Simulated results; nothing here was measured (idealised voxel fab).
The process module that follows is named voxel transistor to metal.
The cross-section shown here is cut; it is 295 nm wide and divided into square cells measuring 5 nm on a side.
Think of the cross-section as a grid of square cells. We describe it in bands, top to bottom, and each band covers one or more rows of those cells. It is stipulated that each band's entry specify, in nanometres, the height of the top of the band and then that of its bottom, followed by the materials of the band in left-to-right sequence, each together with its width in nanometres. A single material marked by the word "all across" is understood to fill the band from edge to edge; the word "empty" is understood to denote empty space. Basically, 0 is our baseline, since under it the wafer straight out of the box is all one material. The bottom band has no lower end and keeps on going down, so it looks like "0 -> down". The width entry "30->40" should be interpreted row by row: the top row of cells in the band takes the first number, the bottom row takes the second number, and the change between adjacent rows is uniform throughout. "no alteration" -> step changed no cross-section cell. "Enclosed cavities": empty spaces of 8 cells or more with no open way to the top, each given as width x height at distance, distance from the left edge, all in nm. What comes after the settings on a step's line is commentary from the simulator itself on that step. "overlay nm", when on a step's line for a step with a mask, measures how far to the right of its planned place the mask lay; a negative measure means to the left.
This section lists the process steps that were planned
1: RECEIVE,material Si
2: CONFORMAL_DEP,material SiO2,thk nm 5
3: CONFORMAL_DEP,material SiN,thk nm 10
4: PATTERN,tone cover,mask id ACTIVE,material resist,width nm 110,pitch nm 140,thk nm 20,overlay nm 0
5: DIRECTIONAL_ETCH,etch materials SiN,depth nm 10
6: DIRECTIONAL_ETCH,etch materials SiO2,depth nm 5
7: DIRECTIONAL_ETCH,etch materials Si,depth nm 35
8: STRIP,etch materials resist
9: FILL_DEP,material SiO2,thk nm 10
10: CMP,height nm 15
11: SELECTIVE_ETCH,etch materials SiO2,depth nm 5
12: STRIP,etch materials SiN
13: SELECTIVE_ETCH,etch materials SiO2,depth nm 5
14: OXIDIZE,depth nm 5
15: DIRECTIONAL_DEP,material polySi,thk nm 25
16: DIRECTIONAL_DEP,material SiCN,thk nm 15
17: PATTERN,tone cover,mask id GATE,material resist,width nm 30,pitch nm 140,thk nm 20,overlay nm 0
18: DIRECTIONAL_ETCH,etch materials SiCN,depth nm 25
19: DIRECTIONAL_ETCH,etch materials polySi,depth nm 35
20: STRIP,etch materials resist
21: CONFORMAL_DEP,material SiO2,thk nm 5
22: DIRECTIONAL_ETCH,etch materials SiO2,depth nm 5
23: CONFORMAL_DEP,material SiN,thk nm 10
24: DIRECTIONAL_ETCH,etch materials SiN,depth nm 10
25: DIRECTIONAL_ETCH,etch materials SiO2,depth nm 5
26: DIRECTIONAL_ETCH,etch materials Si,depth nm 10
27: EPI,material nSi,thk nm 10
28: FILL_DEP,material SiO2,thk nm 10
29: CMP,height nm 25
30: STRIP,etch materials polySi
31: SELECTIVE_ETCH,etch materials SiO2,depth nm 5
32: CONFORMAL_DEP,material HfO2,thk nm 5
33: CONFORMAL_DEP,material TiN,thk nm 5
34: FILL_DEP,material W,thk nm 10
35: CMP,height nm 20
36: DIRECTIONAL_DEP,material SiO2,thk nm 15
37: PATTERN,tone open,mask id CONTACT,material resist,width nm 15,thk nm 15,overlay nm 0
38: DIRECTIONAL_ETCH,etch materials SiO2,depth nm 30
39: STRIP,etch materials resist
40: CONFORMAL_DEP,material TiN,thk nm 5
41: FILL_DEP,material W,thk nm 5
42: CMP,height nm 35
43: DIRECTIONAL_DEP,material TiN,thk nm 5
44: DIRECTIONAL_DEP,material W,thk nm 20
45: DIRECTIONAL_DEP,material aC,thk nm 10
46: PATTERN,tone cover,mask id METAL_1,material resist,width nm 15,thk nm 25,overlay nm 0
47: DIRECTIONAL_ETCH,etch materials aC,depth nm 10
48: STRIP,etch materials resist
49: DIRECTIONAL_ETCH,etch materials W,depth nm 20
50: DIRECTIONAL_ETCH,etch materials TiN,depth nm 5
51: STRIP,etch materials aC
52: FILL_DEP,material lowk,thk nm 10
53: CMP,height nm 60
54: CONFORMAL_DEP,material SiCN,thk nm 5
55: DIRECTIONAL_DEP,material lowk,thk nm 35
56: MASKED_ETCH,tone open,mask id METAL_2,width nm 15,pitch nm 140,etch materials lowk,depth nm 20,overlay nm 0
57: PATTERN,tone open,mask id METAL_2_HOLES,material resist,width nm 15,pitch nm 140,thk nm 20,overlay nm 0
58: DIRECTIONAL_ETCH,etch materials lowk,depth nm 15
59: DIRECTIONAL_ETCH,etch materials SiCN,depth nm 5
60: STRIP,etch materials resist
61: CONFORMAL_DEP,material TiN,thk nm 5
62: FILL_DEP,material Ru,thk nm 5
63: CMP,height nm 100
64: CONFORMAL_DEP,material SiCN,thk nm 5
As-received state of the wafer in cross-section, equivalent to post-step 1
> 0 -> down | Si all across
> Enclosed cavities: none
Here's the cross-section of the first of our two wafers at the end of the module - it ran as planned
> 105 -> 100 | SiCN all across
> 100 -> 65 | lowk (25), TiN (5), Ru (5), TiN (5), lowk (125), TiN (5), Ru (5), TiN (5), lowk (115)
> 65 -> 60 | SiCN (25), TiN (15), SiCN (125), TiN (15), SiCN (115)
> 60 -> 40 | lowk (25), W (15), lowk (70), W (15), lowk (40), W (15), lowk (70), W (15), lowk (30)
> 40 -> 35 | lowk (25), TiN (15), lowk (70), TiN (15), lowk (40), TiN (15), lowk (70), TiN (15), lowk (30)
> 35 -> 20 | SiO2 (25), TiN (5), W (5), TiN (5), SiO2 (70), TiN (5), W (5), TiN (5), SiO2 (40), TiN (5), W (5), TiN (5), SiO2 (70), TiN (5), W (5), TiN (5), SiO2 (30)
> 20 -> 10 | SiO2 (25), TiN (5), W (5), TiN (5), SiO2 (5), SiN (10), HfO2 (5), TiN (5), W (20), TiN (5), HfO2 (5), SiN (10), SiO2 (5), TiN (5), W (5), TiN (5), SiO2 (40), TiN (5), W (5), TiN (5), SiO2 (5), SiN (10), HfO2 (5), TiN (5), W (20), TiN (5), HfO2 (5), SiN (10), SiO2 (5), TiN (5), W (5), TiN (5), SiO2 (30)
> 10 -> 5 | SiO2 (25), TiN (15), SiO2 (5), SiN (10), HfO2 (5), TiN (5), W (20), TiN (5), HfO2 (5), SiN (10), SiO2 (5), TiN (15), SiO2 (40), TiN (15), SiO2 (5), SiN (10), HfO2 (5), TiN (5), W (20), TiN (5), HfO2 (5), SiN (10), SiO2 (5), TiN (15), SiO2 (30)
> 5 -> 0 | SiO2 (20), SiN (10), nSi (15), SiN (10), HfO2 (5), TiN (30), HfO2 (5), SiN (10), nSi (15), SiN (10), SiO2 (30), SiN (10), nSi (15), SiN (10), HfO2 (5), TiN (30), HfO2 (5), SiN (10), nSi (15), SiN (10), SiO2 (25)
> 0 -> -5 | SiO2 (30), nSi (15), SiO2 (10), HfO2 (40), SiO2 (10), nSi (15), SiO2 (50), nSi (15), SiO2 (10), HfO2 (40), SiO2 (10), nSi (15), SiO2 (35)
> -5 -> -15 | SiO2 (20), Si (10), nSi (15), Si (60), nSi (15), Si (10), SiO2 (30), Si (10), nSi (15), Si (60), nSi (15), Si (10), SiO2 (25)
> -15 -> -35 | SiO2 (20), Si (110), SiO2 (30), Si (110), SiO2 (25)
> -35 -> down | Si all across
> Enclosed cavities: none
Second wafer cross-section at end of module - shared start and plan with the first, one mistake in the run
> 105 -> 100 | SiCN all across
> 100 -> 65 | lowk (25), TiN (5), Ru (5), TiN (5), lowk (125), TiN (5), Ru (5), TiN (5), lowk (115)
> 65 -> 60 | SiCN (25), TiN (15), SiCN (125), TiN (15), SiCN (115)
> 60 -> 40 | lowk (25), W (15), lowk (70), W (15), lowk (40), W (15), lowk (70), W (15), lowk (30)
> 40 -> 35 | lowk (25), TiN (15), lowk (70), TiN (15), lowk (40), TiN (15), lowk (70), TiN (15), lowk (30)
> 35 -> 30 | TiN (30), W (5), TiN (80), W (5), TiN (50), W (5), TiN (80), W (5), TiN (35)
> 30 -> 15 | SiO2 (25), TiN (5), W (5), TiN (5), SiO2 (70), TiN (5), W (5), TiN (5), SiO2 (40), TiN (5), W (5), TiN (5), SiO2 (70), TiN (5), W (5), TiN (5), SiO2 (30)
> 15 -> 10 | SiO2 (25), TiN (5), W (5), TiN (5), SiO2 (5), SiN (10), HfO2 (5), TiN (5), W (20), TiN (5), HfO2 (5), SiN (10), SiO2 (5), TiN (5), W (5), TiN (5), SiO2 (40), TiN (5), W (5), TiN (5), SiO2 (5), SiN (10), HfO2 (5), TiN (5), W (20), TiN (5), HfO2 (5), SiN (10), SiO2 (5), TiN (5), W (5), TiN (5), SiO2 (30)
> 10 -> 5 | SiO2 (25), TiN (15), SiO2 (5), SiN (10), HfO2 (5), TiN (5), W (20), TiN (5), HfO2 (5), SiN (10), SiO2 (5), TiN (15), SiO2 (40), TiN (15), SiO2 (5), SiN (10), HfO2 (5), TiN (5), W (20), TiN (5), HfO2 (5), SiN (10), SiO2 (5), TiN (15), SiO2 (30)
> 5 -> 0 | SiO2 (20), SiN (10), nSi (15), SiN (10), HfO2 (5), TiN (30), HfO2 (5), SiN (10), nSi (15), SiN (10), SiO2 (30), SiN (10), nSi (15), SiN (10), HfO2 (5), TiN (30), HfO2 (5), SiN (10), nSi (15), SiN (10), SiO2 (25)
> 0 -> -5 | SiO2 (30), nSi (15), SiO2 (10), HfO2 (40), SiO2 (10), nSi (15), SiO2 (50), nSi (15), SiO2 (10), HfO2 (40), SiO2 (10), nSi (15), SiO2 (35)
> -5 -> -15 | SiO2 (20), Si (10), nSi (15), Si (60), nSi (15), Si (10), SiO2 (30), Si (10), nSi (15), Si (60), nSi (15), Si (10), SiO2 (25)
> -15 -> -35 | SiO2 (20), Si (110), SiO2 (30), Si (110), SiO2 (25)
> -35 -> down | Si all across
> Enclosed cavities: none
Want to know what went wrong? step 35 ran differently from the plan; actual operation with settings: CMP,height nm 15
Final tally in cells, some materials are higher or lower on the second wafer than on the first: HfO2 -4, SiN -8, SiO2 -23, TiN +43, W -8
